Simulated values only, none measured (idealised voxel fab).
You're looking at the process module voxel capacitor over wiring.
It is cross-section cut that appears here, measuring 245 nm in width, its square cells being 5 nm in size.
Heads up, the way a cross-section reads in here is a grid of square cells, handed over as bands from the top down, with every band being one or more rows of cells. Quick guide to a band line: top height, bottom height (nm) up front; then every material left to right with its width in nm. Only one material and it's marked "full width"? Then it fills the band edge to edge. And "air" just means empty space. A quick word on heights: they are counted from 0, and under that level the wafer as it came to us is one material throughout. The lowest band is different from the rest in having no bottom; it simply continues downward, written as in "from 0 down". Width: "30..40" (first number = top row, second number = bottom row, same change from row to row of cells). It should be understood that the words "nothing was modified", when stated for a given step, signify that the cross-section underwent no change in any of its cells during that step. You'll see "Sealed cavities" listing empty spaces that have no way open to the top, as long as they're 8 cells or more; the notation is width x height at distance, where the distance is from the left edge, and all of it is in nm. Past the settings on a step's line: simulator remark, on that step. A step line may carry the setting "overlay nm", which, for steps involving a mask, states the distance by which the mask lay to the right of its intended position; negative values denote displacement to the left.
THIS SECTION LISTS THE PROCESS STEPS THAT WERE PLANNED
- 1: RECEIVE | material Si
- 2: CONFORMAL_DEP | material SiO2 | thk nm 10
- 3: CONFORMAL_DEP | material SiN | thk nm 5
- 4: DIRECTIONAL_DEP | material SiO2 | thk nm 15
- 5: DIRECTIONAL_DEP | material aC | thk nm 15
- 6: PATTERN | tone open | mask id METAL_1 | material resist | width nm 25 | pitch nm 75 | thk nm 30 | overlay nm 0
- 7: DIRECTIONAL_ETCH | etch materials aC | depth nm 15
- 8: STRIP | etch materials resist
- 9: DIRECTIONAL_ETCH | etch materials SiO2 | depth nm 15
- 10: DIRECTIONAL_ETCH | etch materials SiN | depth nm 5
- 11: STRIP | etch materials aC
- 12: CONFORMAL_DEP | material TiN | thk nm 5
- 13: FILL_DEP | material Cu | thk nm 5
- 14: CMP | height nm 30
- 15: CONFORMAL_DEP | material SiCN | thk nm 5
- 16: DIRECTIONAL_DEP | material lowk | thk nm 15
- 17: PATTERN | tone open | mask id PLUG_1 | material resist | width nm 15 | thk nm 20 | overlay nm 0
- 18: DIRECTIONAL_ETCH | etch materials lowk | depth nm 15
- 19: DIRECTIONAL_ETCH | etch materials SiCN | depth nm 5
- 20: STRIP | etch materials resist
- 21: CONFORMAL_DEP | material TiN | thk nm 5
- 22: FILL_DEP | material Ru | thk nm 10
- 23: CMP | height nm 50
- 24: DIRECTIONAL_DEP | material TiN | thk nm 10
- 25: DIRECTIONAL_DEP | material HfO2 | thk nm 5
- 26: DIRECTIONAL_DEP | material TiN | thk nm 10
- 27: MASKED_ETCH | tone cover | mask id UPPER_PLATE | width nm 55 | etch materials TiN | depth nm 10 | overlay nm 0
- 28: MASKED_ETCH | tone cover | mask id UPPER_PLATE | width nm 55 | etch materials HfO2 | depth nm 5 | overlay nm 0
- 29: PATTERN | tone cover | mask id LOWER_PLATE | material resist | width nm 65 | thk nm 20 | overlay nm 0
- 30: DIRECTIONAL_ETCH | etch materials TiN | depth nm 10
- 31: STRIP | etch materials resist
- 32: FILL_DEP | material SiO2 | thk nm 15
- 33: CMP | height nm 85
- 34: DIRECTIONAL_DEP | material aC | thk nm 10
- 35: PATTERN | tone open | mask id PLUG_2 | material resist | width nm 15 | thk nm 30 | overlay nm 0
- 36: DIRECTIONAL_ETCH | etch materials aC | depth nm 10
- 37: STRIP | etch materials resist
- 38: DIRECTIONAL_ETCH | etch materials SiO2 | depth nm 10
- 39: STRIP | etch materials aC
- 40: CONFORMAL_DEP | material TiN | thk nm 5
- 41: FILL_DEP | material Ru | thk nm 10
- 42: CMP | height nm 85
- 43: CONFORMAL_DEP | material SiN | thk nm 5
WAFER CROSS-SECTION ON RECEIPT, I.E. AFTER STEP 1
from 0 down  Si full width
Sealed cavities: none
ONE MISTAKE IN RUNNING THE MODULE, OTHERWISE START AND PLAN AS ABOVE: CROSS-SECTION AT THE END
from 90 to 85  SiN full width
from 85 to 80  SiO2: 80, then TiN: 55, then SiO2: 110
from 80 to 75  SiO2: 80, then HfO2: 55, then SiO2: 110
from 75 to 65  SiO2: 75, then TiN: 65, then SiO2: 105
from 65 to 55  Ru full width
from 55 to 50  TiN: 85, then Ru: 5, then TiN: 155
from 50 to 35  lowk: 80, then TiN: 5, then Ru: 5, then TiN: 5, then lowk: 150
from 35 to 30  SiCN: 80, then TiN: 15, then SiCN: 150
from 30 to 15  SiO2: 70, then TiN: 5, then Cu: 15, then TiN: 5, then SiO2: 50, then TiN: 5, then Cu: 15, then TiN: 5, then SiO2: 75
from 15 to 10  SiN: 70, then TiN: 25, then SiN: 50, then TiN: 25, then SiN: 75
from 10 to 0  SiO2 full width
from 0 down  Si full width
Sealed cavities: none
What went wrong in running the wafer? step 23 from the plan never happened, it was just skipped
